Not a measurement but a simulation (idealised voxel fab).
process module | voxel spacer lines
cross-section cut | 235 nm wide | cells 5 nm
A cross-section is a grid of square cells, given in bands from the top down. A band is one or more rows of cells.
Each band's line starts with the height of the band's top and of its bottom, in nm. Then come its materials from left to right, each with its width in nm. One material with "throughout" fills the band from edge to edge. "air" is empty space.
Height 0 is the level under which the wafer as received is all one material. The lowest band goes on downwards, as in "0 down".
A width such as "30 to 40" changes by the same amount from each row of cells to the next, from the band's top row to its bottom row.
"no change" after a step means that no cell of the cross-section changed.
closed voids: empty space of 8 cells or more with no open way to the top, each as width x height at its distance from the left edge, in nm
after a step's settings: what the simulator itself notes on the step
overlay nm, on a step with a mask: how far to the right of its planned place the mask lay; to the left if negative
plan
1 op RECEIVE | material Si
2 op CONFORMAL_DEP | material SiO2 | thk nm 5
3 op DIRECTIONAL_DEP | material TiN | thk nm 20
4 op DIRECTIONAL_DEP | material aC | thk nm 20
5 op PATTERN | tone cover | mask id MANDREL | material resist | width nm 15 | pitch nm 60 | thk nm 25 | overlay nm 0
6 op DIRECTIONAL_ETCH | etch materials aC | depth nm 20
7 op STRIP | etch materials resist
8 op CONFORMAL_DEP | material SiN | thk nm 15
9 op DIRECTIONAL_ETCH | etch materials SiN | depth nm 15
10 op STRIP | etch materials aC
11 op DIRECTIONAL_ETCH | etch materials TiN | depth nm 20
12 op STRIP | etch materials SiN
13 op FILL_DEP | material SiO2 | thk nm 5
14 op CMP | height nm 25
as received, after step 1
  0 down: Si throughout
  closed voids: none
first wafer at the end, as planned
  25 to 5: SiO2 65 | TiN 15 | SiO2 15 | TiN 15 | SiO2 15 | TiN 15 | SiO2 15 | TiN 15 | SiO2 65
  5 to 0: SiO2 throughout
  0 down: Si throughout
  closed voids: none
second wafer at the end: like start, like plan, one mistake
  25 to 20: SiO2 throughout
  20 to 0: SiO2 65 | TiN 15 | SiO2 15 | TiN 15 | SiO2 15 | TiN 15 | SiO2 15 | TiN 15 | SiO2 65
  0 down: Si throughout
  closed voids: none
what went wrong: step 2 was left out
at the end the second wafer has, in cells: as many of each material as the first, in other places
